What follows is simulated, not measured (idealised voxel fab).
process module | voxel transistor to metal
cross-section cut | 180 nm wide | cells 5 nm
A cross-section is a grid of square cells, given in bands from the top down. A band is one or more rows of cells.
Each band's line starts with the height of the band's top and of its bottom, in nm. Then come its materials from left to right, each with its width in nm. One material with "throughout" fills the band from edge to edge. "air" is empty space.
Height 0 is the level under which the wafer as received is all one material. The lowest band goes on downwards, as in "0 down".
A width such as "30 to 40" changes by the same amount from each row of cells to the next, from the band's top row to its bottom row.
"no change" after a step means that no cell of the cross-section changed.
closed voids: empty space of 8 cells or more with no open way to the top, each as width x height at its distance from the left edge, in nm
after a step's settings: what the simulator itself notes on the step
overlay nm, on a step with a mask: how far to the right of its planned place the mask lay; to the left if negative
plan
1 op RECEIVE | material Si
2 op OXIDIZE | depth nm 5
3 op CONFORMAL_DEP | material SiN | thk nm 10
4 op MASKED_ETCH | tone cover | mask id ACTIVE | width nm 125 | etch materials SiN | depth nm 10 | overlay nm 0
5 op MASKED_ETCH | tone cover | mask id ACTIVE | width nm 125 | etch materials SiO2 | depth nm 5 | overlay nm 0
6 op MASKED_ETCH | tone cover | mask id ACTIVE | width nm 125 | etch materials Si | depth nm 20 | overlay nm 0
7 op OXIDIZE | depth nm 5
8 op FILL_DEP | material SiO2 | thk nm 15
9 op CMP | height nm 10
10 op SELECTIVE_ETCH | etch materials SiO2 | depth nm 5
11 op STRIP | etch materials SiN
12 op SELECTIVE_ETCH | etch materials SiO2 | depth nm 5
13 op OXIDIZE | depth nm 5
14 op DIRECTIONAL_DEP | material polySi | thk nm 25
15 op DIRECTIONAL_DEP | material SiCN | thk nm 10
16 op MASKED_ETCH | tone cover | mask id GATE | width nm 35 | etch materials SiCN | depth nm 20 | overlay nm 0
17 op MASKED_ETCH | tone cover | mask id GATE | width nm 35 | etch materials polySi | depth nm 35 | overlay nm 0
18 op CONFORMAL_DEP | material SiO2 | thk nm 5
19 op DIRECTIONAL_ETCH | etch materials SiO2 | depth nm 5
20 op CONFORMAL_DEP | material SiN | thk nm 5
21 op DIRECTIONAL_ETCH | etch materials SiN | depth nm 5
22 op DIRECTIONAL_ETCH | etch materials SiO2 | depth nm 5
23 op DIRECTIONAL_ETCH | etch materials Si | depth nm 10
24 op EPI | material SiGe | thk nm 15
25 op FILL_DEP | material SiO2 | thk nm 10
26 op CMP | height nm 20
27 op STRIP | etch materials polySi
28 op SELECTIVE_ETCH | etch materials SiO2 | depth nm 5
29 op CONFORMAL_DEP | material HfO2 | thk nm 5
30 op CONFORMAL_DEP | material TiN | thk nm 5
31 op FILL_DEP | material W | thk nm 10
32 op CMP | height nm 15
33 op DIRECTIONAL_DEP | material SiO2 | thk nm 15
34 op MASKED_ETCH | tone open | mask id CONTACT | width nm 20 | pitch nm 85 | etch materials SiO2 | depth nm 35 | overlay nm 0
35 op CONFORMAL_DEP | material TiN | thk nm 5
36 op FILL_DEP | material Ru | thk nm 5
37 op CMP | height nm 30
38 op CONFORMAL_DEP | material SiN | thk nm 5
39 op DIRECTIONAL_DEP | material lowk | thk nm 15
40 op DIRECTIONAL_DEP | material aC | thk nm 15
41 op PATTERN | tone open | mask id METAL_1 | material resist | width nm 20 | pitch nm 85 | thk nm 35 | overlay nm 0
42 op DIRECTIONAL_ETCH | etch materials aC | depth nm 15
43 op STRIP | etch materials resist
44 op DIRECTIONAL_ETCH | etch materials lowk | depth nm 15
45 op DIRECTIONAL_ETCH | etch materials SiN | depth nm 5
46 op STRIP | etch materials aC
47 op CONFORMAL_DEP | material TiN | thk nm 5
48 op FILL_DEP | material Ru | thk nm 5
49 op CMP | height nm 50
50 op CONFORMAL_DEP | material SiCN | thk nm 5
as received, after step 1
  0 down: Si throughout
  closed voids: none
first wafer at the end, as planned
  55 to 50: SiCN throughout
  50 to 35: lowk 35 | TiN 5 | Ru 10 | TiN 5 | lowk 65 | TiN 5 | Ru 10 | TiN 5 | lowk 40
  35 to 30: SiN 35 | TiN 20 | SiN 65 | TiN 20 | SiN 40
  30 to 15: SiO2 35 | TiN 5 | Ru 10 | TiN 5 | SiO2 65 | TiN 5 | Ru 10 | TiN 5 | SiO2 40
  15 to 10: SiO2 35 | TiN 5 | Ru 10 | TiN 5 | SiO2 5 | SiN 5 | HfO2 5 | TiN 5 | W 25 | TiN 5 | HfO2 5 | SiN 5 | SiO2 5 | TiN 5 | Ru 10 | TiN 5 | SiO2 40
  10 to 5: SiO2 35 | TiN 20 | SiO2 5 | SiN 5 | HfO2 5 | TiN 5 | W 25 | TiN 5 | HfO2 5 | SiN 5 | SiO2 5 | TiN 20 | SiO2 40
  5 to 0: SiO2 35 | TiN 10 | SiGe 15 | SiN 5 | HfO2 5 | TiN 5 | W 25 | TiN 5 | HfO2 5 | SiN 5 | SiGe 15 | TiN 10 | SiO2 40
  0 to -5: SiO2 25 | SiN 5 | SiO2 5 | TiN 10 | SiGe 15 | SiN 5 | HfO2 5 | TiN 35 | HfO2 5 | SiN 5 | SiGe 15 | TiN 10 | SiO2 5 | SiN 5 | SiO2 30
  -5 to -10: SiO2 30 | SiGe 30 | SiO2 5 | HfO2 45 | SiO2 5 | SiGe 30 | SiO2 35
  -10 to -20: SiO2 30 | SiGe 30 | Si 55 | SiGe 30 | SiO2 35
  -20 to -30: SiO2 30 | Si 115 | SiO2 35
  -30 down: Si throughout
  closed voids: none
second wafer at the end: like start, like plan, one mistake
  55 to 50: SiCN throughout
  50 to 35: lowk 35 | TiN 5 | Ru 10 | TiN 5 | lowk 65 | TiN 5 | Ru 10 | TiN 5 | lowk 40
  35 to 30: SiN 35 | TiN 20 | SiN 65 | TiN 20 | SiN 40
  30 to 20: SiO2 35 | TiN 5 | Ru 10 | TiN 5 | SiO2 65 | TiN 5 | Ru 10 | TiN 5 | SiO2 40
  20 to 15: SiO2 35 | TiN 20 | SiO2 65 | TiN 20 | SiO2 40
  15 to 10: SiO2 30 | SiGe 30 | SiN 5 | HfO2 5 | TiN 5 | W 25 | TiN 5 | HfO2 5 | SiN 5 | SiGe 30 | SiO2 35
  10 to 0: SiO2 20 | SiGe 40 | SiN 5 | HfO2 5 | TiN 5 | W 25 | TiN 5 | HfO2 5 | SiN 5 | SiGe 40 | SiO2 25
  0 to -5: SiO2 20 | SiGe 5 | SiN 5 | SiGe 30 | SiN 5 | HfO2 5 | TiN 35 | HfO2 5 | SiN 5 | SiGe 30 | SiN 5 | SiGe 5 | SiO2 25
  -5 to -10: SiO2 30 | SiGe 30 | SiO2 5 | HfO2 45 | SiO2 5 | SiGe 30 | SiO2 35
  -10 to -20: SiO2 30 | SiGe 30 | Si 55 | SiGe 30 | SiO2 35
  -20 to -30: SiO2 30 | Si 115 | SiO2 35
  -30 down: Si throughout
  closed voids: none
what went wrong: step 24 was run twice
at the end the second wafer has, in cells: 8 fewer of Ru | 46 more of SiGe | 22 fewer of SiO2 | 16 fewer of TiN
